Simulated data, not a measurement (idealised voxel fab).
Herein follows the process module entitled voxel spacer lines.
Displayed cross-section: cut, width of 185 nm, square cells sized 5 nm.
Think of the cross-section as a grid of square cells. We describe it in bands, top to bottom, and each band covers one or more rows of those cells. Per band: top height and bottom height in nm, followed by the left-to-right materials and their widths in nm; "throughout" marks a single material spanning edge to edge, "empty" marks empty space. Convention: height 0 is the level below which the wafer, as received, is all one material. The lowest band does not terminate at the bottom but continues downward, represented as "z 0 and below". The notation "30 to 40" denotes a width that varies across the rows of cells in the band, beginning at the first number in the top row, finishing at the second number in the bottom row, and changing by an identical amount from each row to the next. Key: "no modifications" - step with no changed cell in the cross-section. "Sealed voids" means: voids of 8 cells or more that are shut off from the top with no open way through. Written width x height at distance, distance from the left edge, in nm. It should be noted that, on the line of a given step, the content following the step's settings is a remark produced by the simulator itself with respect to that step. When a step includes a mask, the "overlay nm" setting on its line states how far to the right of its planned place that mask lay, and negative values state how far to the left.

[The process steps that were planned are listed below]
1) RECEIVE,material Si
2) CONFORMAL_DEP,material Al2O3,thk nm 5
3) DIRECTIONAL_DEP,material SiN,thk nm 5
4) DIRECTIONAL_DEP,material polySi,thk nm 30
5) PATTERN,tone cover,mask id MANDREL,material resist,width nm 15,pitch nm 50,thk nm 40,overlay nm 0
6) DIRECTIONAL_ETCH,etch materials polySi,depth nm 30
7) STRIP,etch materials resist
8) CONFORMAL_DEP,material SiO2,thk nm 10
9) DIRECTIONAL_ETCH,etch materials SiO2,depth nm 10
10) STRIP,etch materials polySi
11) DIRECTIONAL_ETCH,etch materials SiN,depth nm 10
12) STRIP,etch materials SiO2
Heads up: all these wafers start the same, and what changes between them is the thk nm in step 3. The value you see in the plan is just what the first wafer got.

[Cross-sectional view of the first of several wafers in the as-received condition, corresponding to the state following step 1]
  z 0 and below | Si throughout
  Sealed voids: none

[End of the module, past its last step, step 12: how the first of several wafers looks in cross-section]
  z 10 to 5 | 50 nm empty / 10 nm SiN / 15 nm empty / 10 nm SiN / 15 nm empty / 10 nm SiN / 15 nm empty / 10 nm SiN / 50 nm empty
  z 5 to 0 | Al2O3 throughout
  z 0 and below | Si throughout
  Sealed voids: none

[Final wafer of several, shown in cross-section at the end of the module]
  z 30 to 20 | 50 nm empty / 10 nm SiN / 15 nm empty / 10 nm SiN / 15 nm empty / 10 nm SiN / 15 nm empty / 10 nm SiN / 50 nm empty
  z 20 to 5 | SiN throughout
  z 5 to 0 | Al2O3 throughout
  z 0 and below | Si throughout
  Sealed voids: none

[The rows of the table below are wafers. Looking at the end of the module, a row counts, for every material, the cells the wafer has gained, shown as (+), or lost, shown as (-), since it was received; its closed voids come next]
thk nm 5; +37 Al2O3; +8 SiN; Sealed voids: none
thk nm 10; +37 Al2O3; +16 SiN; Sealed voids: none
thk nm 15; +37 Al2O3; +53 SiN; Sealed voids: none
thk nm 20; +37 Al2O3; +90 SiN; Sealed voids: none
thk nm 25; +37 Al2O3; +127 SiN; Sealed voids: none
